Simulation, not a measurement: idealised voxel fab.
process module | voxel self aligned contacts
cross-section cut | 260 nm wide | cells 5 nm
A cross-section is a grid of square cells, given in bands from the top down. A band is one or more rows of cells.
Each band's line starts with the height of the band's top and of its bottom, in nm. Then come its materials from left to right, each with its width in nm. One material with "throughout" fills the band from edge to edge. "air" is empty space.
Height 0 is the level under which the wafer as received is all one material. The lowest band goes on downwards, as in "0 down".
A width such as "30 to 40" changes by the same amount from each row of cells to the next, from the band's top row to its bottom row.
"no change" after a step means that no cell of the cross-section changed.
closed voids: empty space of 8 cells or more with no open way to the top, each as width x height at its distance from the left edge, in nm
after a step's settings: what the simulator itself notes on the step
overlay nm, on a step with a mask: how far to the right of its planned place the mask lay; to the left if negative
plan
1 op RECEIVE | material Si
2 op OXIDIZE | depth nm 5
3 op DIRECTIONAL_DEP | material polySi | thk nm 25
4 op DIRECTIONAL_DEP | material SiN | thk nm 25
5 op MASKED_ETCH | tone cover | mask id GATE | width nm 30 | pitch nm 75 | etch materials SiN | depth nm 25 | overlay nm 0
6 op MASKED_ETCH | tone cover | mask id GATE | width nm 30 | pitch nm 75 | etch materials polySi | depth nm 25 | overlay nm 0
7 op CONFORMAL_DEP | material SiN | thk nm 10
8 op DIRECTIONAL_ETCH | etch materials SiN | depth nm 10
9 op FILL_DEP | material SiO2 | thk nm 15
10 op CMP | height nm 60
11 op DIRECTIONAL_DEP | material aC | thk nm 10
12 op PATTERN | tone open | mask id CONTACT | material resist | width nm 55 | pitch nm 75 | thk nm 30 | overlay nm 0
13 op DIRECTIONAL_ETCH | etch materials aC | depth nm 10
14 op STRIP | etch materials resist
15 op DIRECTIONAL_ETCH | etch materials SiO2 | depth nm 65
16 op STRIP | etch materials aC
17 op CONFORMAL_DEP | material TiN | thk nm 5
18 op FILL_DEP | material Ru | thk nm 10
19 op CMP | height nm 60
20 op CONFORMAL_DEP | material SiCN | thk nm 5
as received, after step 1
  0 down: Si throughout
  closed voids: none
first wafer at the end, as planned
  65 to 60: SiCN throughout
  60 to 50: SiO2 65 | TiN 5 to 20 | Ru 45 to 15 | TiN 5 to 20 | SiO2 20 | TiN 5 to 20 | Ru 45 to 15 | TiN 5 to 20 | SiO2 65
  50 to 25: SiO2 30 | SiN 50 | TiN 5 | Ru 15 | TiN 5 | SiN 50 | TiN 5 | Ru 15 | TiN 5 | SiN 50 | SiO2 30
  25 to 0: SiO2 30 | SiN 10 | polySi 30 | SiN 10 | TiN 5 | Ru 15 | TiN 5 | SiN 10 | polySi 30 | SiN 10 | TiN 5 | Ru 15 | TiN 5 | SiN 10 | polySi 30 | SiN 10 | SiO2 30
  0 to -5: SiO2 80 | TiN 25 | SiO2 50 | TiN 25 | SiO2 80
  -5 down: Si throughout
  closed voids: none
second wafer at the end: like start, like plan, one mistake
  80 to 75: SiCN throughout
  75 to 65: Ru throughout
  65 to 60: TiN 70 | Ru 45 | TiN 30 | Ru 45 | TiN 70
  60 to 50: SiO2 65 | TiN 5 to 20 | Ru 45 to 15 | TiN 5 to 20 | SiO2 20 | TiN 5 to 20 | Ru 45 to 15 | TiN 5 to 20 | SiO2 65
  50 to 25: SiO2 30 | SiN 50 | TiN 5 | Ru 15 | TiN 5 | SiN 50 | TiN 5 | Ru 15 | TiN 5 | SiN 50 | SiO2 30
  25 to 0: SiO2 30 | SiN 10 | polySi 30 | SiN 10 | TiN 5 | Ru 15 | TiN 5 | SiN 10 | polySi 30 | SiN 10 | TiN 5 | Ru 15 | TiN 5 | SiN 10 | polySi 30 | SiN 10 | SiO2 30
  0 to -5: SiO2 80 | TiN 25 | SiO2 50 | TiN 25 | SiO2 80
  -5 down: Si throughout
  closed voids: none
what went wrong: step 19 was left out
at the end the second wafer has, in cells: 122 more of Ru | 34 more of TiN
